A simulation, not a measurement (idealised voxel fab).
process module | voxel transistor to metal
cross-section cut | 275 nm wide | cells 5 nm
A cross-section is a grid of square cells, given in bands from the top down. A band is one or more rows of cells.
Each band's line starts with the height of the band's top and of its bottom, in nm. Then come its materials from left to right, each with its width in nm. One material with "throughout" fills the band from edge to edge. "air" is empty space.
Height 0 is the level under which the wafer as received is all one material. The lowest band goes on downwards, as in "0 down".
A width such as "30 to 40" changes by the same amount from each row of cells to the next, from the band's top row to its bottom row.
"no change" after a step means that no cell of the cross-section changed.
closed voids: empty space of 8 cells or more with no open way to the top, each as width x height at its distance from the left edge, in nm
after a step's settings: what the simulator itself notes on the step
overlay nm, on a step with a mask: how far to the right of its planned place the mask lay; to the left if negative
plan
1 op RECEIVE | material Si
2 op CONFORMAL_DEP | material SiO2 | thk nm 5
3 op CONFORMAL_DEP | material SiN | thk nm 10
4 op PATTERN | tone cover | mask id ACTIVE | material resist | width nm 105 | pitch nm 125 | thk nm 20 | overlay nm 0
5 op DIRECTIONAL_ETCH | etch materials SiN | depth nm 10
6 op DIRECTIONAL_ETCH | etch materials SiO2 | depth nm 5
7 op DIRECTIONAL_ETCH | etch materials Si | depth nm 30
8 op STRIP | etch materials resist
9 op FILL_DEP | material SiO2 | thk nm 15
10 op CMP | height nm 15
11 op SELECTIVE_ETCH | etch materials SiO2 | depth nm 5
12 op STRIP | etch materials SiN
13 op SELECTIVE_ETCH | etch materials SiO2 | depth nm 5
14 op OXIDIZE | depth nm 5
15 op DIRECTIONAL_DEP | material polySi | thk nm 20
16 op DIRECTIONAL_DEP | material SiCN | thk nm 10
17 op PATTERN | tone cover | mask id GATE | material resist | width nm 25 | pitch nm 125 | thk nm 20 | overlay nm 0
18 op DIRECTIONAL_ETCH | etch materials SiCN | depth nm 20
19 op DIRECTIONAL_ETCH | etch materials polySi | depth nm 30
20 op STRIP | etch materials resist
21 op CONFORMAL_DEP | material SiN | thk nm 10
22 op DIRECTIONAL_ETCH | etch materials SiN | depth nm 10
23 op DIRECTIONAL_ETCH | etch materials SiO2 | depth nm 5
24 op DIRECTIONAL_ETCH | etch materials Si | depth nm 10
25 op EPI | material SiGe | thk nm 15
26 op FILL_DEP | material SiO2 | thk nm 5
27 op CMP | height nm 30
28 op DIRECTIONAL_DEP | material SiO2 | thk nm 15
29 op DIRECTIONAL_DEP | material aC | thk nm 10
30 op PATTERN | tone open | mask id CONTACT | material resist | width nm 30 | thk nm 25 | overlay nm 0
31 op DIRECTIONAL_ETCH | etch materials aC | depth nm 10
32 op STRIP | etch materials resist
33 op DIRECTIONAL_ETCH | etch materials SiO2 | depth nm 35
34 op STRIP | etch materials aC
35 op CONFORMAL_DEP | material TiN | thk nm 5
36 op FILL_DEP | material W | thk nm 5
37 op CMP | height nm 45
38 op CONFORMAL_DEP | material SiCN | thk nm 5
39 op DIRECTIONAL_DEP | material lowk | thk nm 15
40 op MASKED_ETCH | tone open | mask id METAL_1 | width nm 20 | etch materials lowk | depth nm 15 | overlay nm 0
41 op MASKED_ETCH | tone open | mask id METAL_1 | width nm 20 | etch materials SiCN | depth nm 5 | overlay nm 0
42 op CONFORMAL_DEP | material TiN | thk nm 5
43 op FILL_DEP | material Ru | thk nm 5
44 op CMP | height nm 65
45 op CONFORMAL_DEP | material SiN | thk nm 5
as received, after step 1
  0 down: Si throughout
  closed voids: none
a wafer at the end: this start, this plan, one mistake
  70 to 65: SiN throughout
  65 to 50: lowk 25 | TiN 5 | Ru 10 | TiN 5 | lowk 55 | TiN 5 | Ru 10 | TiN 5 | lowk 30 | TiN 5 | Ru 10 | TiN 5 | lowk 55 | TiN 5 | Ru 10 | TiN 5 | lowk 30
  50 to 45: SiCN 25 | TiN 20 | SiCN 55 | TiN 20 | SiCN 30 | TiN 20 | SiCN 55 | TiN 20 | SiCN 30
  45 to 35: SiO2 30 | TiN 5 | W 20 | TiN 5 | SiO2 35 | TiN 5 | W 20 | TiN 5 | SiO2 30 | TiN 5 | W 20 | TiN 5 | SiO2 35 | TiN 5 | W 20 | TiN 5 | SiO2 25
  35 to 30: SiO2 30 | TiN 5 | W 10 | TiN 15 | SiO2 35 | TiN 5 | W 20 | TiN 5 | SiO2 30 | TiN 5 | W 10 | TiN 15 | SiO2 35 | TiN 5 | W 20 | TiN 5 | SiO2 25
  30 to 20: SiO2 30 | TiN 5 | W 10 | TiN 5 | SiN 10 | SiCN 25 | SiN 10 | TiN 5 | W 20 | TiN 5 | SiO2 30 | TiN 5 | W 10 | TiN 5 | SiN 10 | SiCN 25 | SiN 10 | TiN 5 | W 20 | TiN 5 | SiO2 25
  20 to 15: SiO2 30 | TiN 5 | W 10 | TiN 5 | SiN 10 | polySi 25 | SiN 10 | TiN 5 | W 20 | TiN 5 | SiO2 30 | TiN 5 | W 10 | TiN 5 | SiN 10 | polySi 25 | SiN 10 | TiN 5 | W 20 | TiN 5 | SiO2 25
  15 to 10: SiO2 30 | TiN 20 | SiN 10 | polySi 25 | SiN 10 | TiN 30 | SiO2 30 | TiN 20 | SiN 10 | polySi 25 | SiN 10 | TiN 30 | SiO2 25
  10 to 5: SiO2 20 | SiGe 30 | SiN 10 | polySi 25 | SiN 10 | SiGe 30 | SiO2 20 | SiGe 30 | SiN 10 | polySi 25 | SiN 10 | SiGe 30 | SiO2 25
  5 to 0: SiO2 15 | SiN 10 | SiGe 25 | SiN 10 | polySi 25 | SiN 10 | SiGe 25 | SiN 10 | SiO2 10 | SiN 10 | SiGe 25 | SiN 10 | polySi 25 | SiN 10 | SiGe 25 | SiN 10 | SiO2 20
  0 to -5: SiO2 25 | SiGe 25 | SiO2 45 | SiGe 25 | SiO2 30 | SiGe 25 | SiO2 45 | SiGe 25 | SiO2 30
  -5 to -15: SiO2 20 | Si 5 | SiGe 25 | Si 45 | SiGe 25 | Si 5 | SiO2 20 | Si 5 | SiGe 25 | Si 45 | SiGe 25 | Si 5 | SiO2 25
  -15 to -30: SiO2 20 | Si 105 | SiO2 20 | Si 105 | SiO2 25
  -30 down: Si throughout
  closed voids: none
what went wrong: step 30 ran as: op PATTERN | tone open | mask id CONTACT | material resist | width nm 30 | thk nm 25 | overlay nm 5
